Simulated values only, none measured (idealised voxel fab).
process module | voxel ribs on slabs
cross-section cut | 195 nm wide | cells 5 nm
A cross-section is a grid of square cells, given in bands from the top down. A band is one or more rows of cells.
Each band's line starts with the height of the band's top and of its bottom, in nm. Then come its materials from left to right, each with its width in nm. One material with "throughout" fills the band from edge to edge. "air" is empty space.
Height 0 is the level under which the wafer as received is all one material. The lowest band goes on downwards, as in "0 down".
A width such as "30 to 40" changes by the same amount from each row of cells to the next, from the band's top row to its bottom row.
"no change" after a step means that no cell of the cross-section changed.
closed voids: empty space of 8 cells or more with no open way to the top, each as width x height at its distance from the left edge, in nm
after a step's settings: what the simulator itself notes on the step
overlay nm, on a step with a mask: how far to the right of its planned place the mask lay; to the left if negative
plan
1 op RECEIVE | material Si
2 op DIRECTIONAL_DEP | material SiO2 | thk nm 25
3 op DIRECTIONAL_DEP | material polySi | thk nm 15
4 op DIRECTIONAL_DEP | material aC | thk nm 15
5 op PATTERN | tone cover | mask id RIB | material resist | width nm 15 | thk nm 35 | overlay nm 0
6 op DIRECTIONAL_ETCH | etch materials aC | depth nm 15
7 op STRIP | etch materials resist
8 op DIRECTIONAL_ETCH | etch materials polySi | depth nm 10
9 op STRIP | etch materials aC
10 op MASKED_ETCH | tone cover | mask id SLAB | width nm 45 | etch materials polySi | depth nm 5 | overlay nm 0
11 op FILL_DEP | material SiO2 | thk nm 20
12 op CMP | height nm 50
13 op DIRECTIONAL_DEP | material W | thk nm 5
14 op PATTERN | tone cover | mask id HEATER | material resist | width nm 25 | thk nm 15 | overlay nm 0
15 op DIRECTIONAL_ETCH | etch materials W | depth nm 5
16 op STRIP | etch materials resist
17 op CONFORMAL_DEP | material SiN | thk nm 5
first wafer, as planned
as received, after step 1
  0 down: Si throughout
  closed voids: none
after step 2
  25 to 0: SiO2 throughout
  below 0: unchanged
after step 3
  40 to 25: polySi throughout
  below 25: unchanged
after step 4
  55 to 40: aC throughout
  below 40: unchanged
after step 5
  90 to 55: air 90 | resist 15 | air 90
  below 55: unchanged
after step 6
  75 to 55: air 90 | resist 15 | air 90
  55 to 40: air 90 | aC 15 | air 90
  below 40: unchanged
after step 7
  55 to 40: air 90 | aC 15 | air 90
  below 40: unchanged
after step 8
  55 to 40: air 90 | aC 15 | air 90
  40 to 30: air 90 | polySi 15 | air 90
  below 30: unchanged
after step 9
  40 to 30: air 90 | polySi 15 | air 90
  below 30: unchanged
after step 10
  40 to 30: air 90 | polySi 15 | air 90
  30 to 25: air 75 | polySi 45 | air 75
  below 25: unchanged
after step 11
  60 to 40: SiO2 throughout
  40 to 30: SiO2 90 | polySi 15 | SiO2 90
  30 to 25: SiO2 75 | polySi 45 | SiO2 75
  below 25: unchanged
after step 12
  50 to 40: SiO2 throughout
  below 40: unchanged
after step 13
  55 to 50: W throughout
  below 50: unchanged
after step 14
  70 to 55: air 85 | resist 25 | air 85
  below 55: unchanged
after step 15
  70 to 55: air 85 | resist 25 | air 85
  55 to 50: air 85 | W 25 | air 85
  below 50: unchanged
after step 16
  55 to 50: air 85 | W 25 | air 85
  below 50: unchanged
after step 17
  60 to 55: air 80 | SiN 35 | air 80
  55 to 50: SiN 85 | W 25 | SiN 85
  below 50: unchanged
second wafer: like start, like plan, one mistake. Through step 2 it matches the first wafer
when step 3 should have ended
  55 to 25: polySi throughout
  below 25: unchanged
when step 4 should have ended
  70 to 55: aC throughout
  below 55: unchanged
when step 5 should have ended
  105 to 70: air 90 | resist 15 | air 90
  below 70: unchanged
when step 6 should have ended
  90 to 70: air 90 | resist 15 | air 90
  70 to 55: air 90 | aC 15 | air 90
  below 55: unchanged
when step 7 should have ended
  70 to 55: air 90 | aC 15 | air 90
  below 55: unchanged
when step 8 should have ended
  70 to 55: air 90 | aC 15 | air 90
  55 to 45: air 90 | polySi 15 | air 90
  below 45: unchanged
when step 9 should have ended
  55 to 45: air 90 | polySi 15 | air 90
  below 45: unchanged
when step 10 should have ended
  55 to 45: air 90 | polySi 15 | air 90
  45 to 40: air 75 | polySi 45 | air 75
  below 40: unchanged
when step 11 should have ended
  75 to 55: SiO2 throughout
  55 to 45: SiO2 90 | polySi 15 | SiO2 90
  45 to 40: SiO2 75 | polySi 45 | SiO2 75
  below 40: unchanged
when step 12 should have ended
  50 to 40: SiO2 90 to 75 | polySi 15 to 45 | SiO2 90 to 75
  below 40: unchanged
when step 13 should have ended
  55 to 50: W throughout
  below 50: unchanged
when step 14 should have ended
  70 to 55: air 85 | resist 25 | air 85
  below 55: unchanged
when step 15 should have ended
  70 to 55: air 85 | resist 25 | air 85
  55 to 50: air 85 | W 25 | air 85
  below 50: unchanged
when step 16 should have ended
  55 to 50: air 85 | W 25 | air 85
  below 50: unchanged
when step 17 should have ended
  60 to 55: air 80 | SiN 35 | air 80
  55 to 50: SiN 85 | W 25 | SiN 85
  below 50: unchanged
what went wrong: step 3 was run twice
at the end the second wafer has, in cells: 114 fewer of SiO2 | 114 more of polySi
